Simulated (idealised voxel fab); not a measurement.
Process module heading - voxel ribs on slabs
The cross-section on display is named cut; it measures 155 nm wide, and its cells are 5 nm squares.
Throughout this document, each cross-section is represented as a grid of square cells and is presented as a sequence of bands enumerated from the top downward, where a band comprises one or more rows of cells.
Top height, bottom height, nm. Materials left to right, width each, nm. Single material + "throughout" = fills band edge to edge. "blank" = empty.
It should be noted that heights are counted from 0, beneath which the wafer as supplied is of one material throughout, and that the lowest band possesses no lower boundary but continues downward, as written in "top 0, no bottom".
It should be noted that a width expressed as "30..40" varies in equal increments from row to row of cells within the band, taking the value of the first number at the top row and that of the second number at the bottom row.
For the purposes of this document, the phrase "remains unaltered" attached to a step denotes that no cell within the cross-section was modified by that step.
"Closed void listing" contains a list of empty spaces, each no smaller than 8 cells and without an open way to the top, written in the form width x height at distance with the distance from the left edge and all three in nm.
That trailing text on a step's line, after the settings, is the simulator's own remark on the step.
The line of a step may include "overlay nm". On a step with a mask, this value is how far to the right of its planned place the mask lay. A negative value means the mask lay to the left.
Here's what the planned process steps look like
1. RECEIVE,material Si
2. DIRECTIONAL_DEP,material SiO2,thk nm 20
3. DIRECTIONAL_DEP,material polySi,thk nm 20
4. PATTERN,tone cover,mask id RIB,material resist,width nm 15,thk nm 15,overlay nm 0
5. DIRECTIONAL_ETCH,etch materials polySi,depth nm 5
6. STRIP,etch materials resist
7. MASKED_ETCH,tone cover,mask id SLAB,width nm 75,etch materials polySi,depth nm 15,overlay nm 0
8. FILL_DEP,material SiO2,thk nm 30
9. CMP,height nm 60
10. DIRECTIONAL_DEP,material W,thk nm 5
11. DIRECTIONAL_DEP,material aC,thk nm 15
12. PATTERN,tone cover,mask id HEATER,material resist,width nm 25,thk nm 35,overlay nm 0
13. DIRECTIONAL_ETCH,etch materials aC,depth nm 15
14. STRIP,etch materials resist
15. DIRECTIONAL_ETCH,etch materials W,depth nm 5
16. STRIP,etch materials aC
17. CONFORMAL_DEP,material SiN,thk nm 10
Incoming wafer in cross-section (state: after step 1)
  top 0, no bottom | Si throughout
  Closed void listing: none
End-of-module cross-section. Starting structure and process plan as above; one mistake made in running it
  top 75, bottom 70 | blank 55 nm, SiN 45 nm, blank 55 nm
  top 70, bottom 65 | SiN throughout
  top 65, bottom 60 | SiN 65 nm, W 25 nm, SiN 65 nm
  top 60, bottom 40 | SiO2 throughout
  top 40, bottom 35 | SiO2 70 nm, polySi 15 nm, SiO2 70 nm
  top 35, bottom 20 | SiO2 40 nm, polySi 75 nm, SiO2 40 nm
  top 20, bottom 0 | polySi throughout
  top 0, no bottom | Si throughout
  Closed void listing: none
The plan and the run diverged here: for step 2, the planned setting was not used; the step was instead run as DIRECTIONAL_DEP,material polySi,thk nm 20
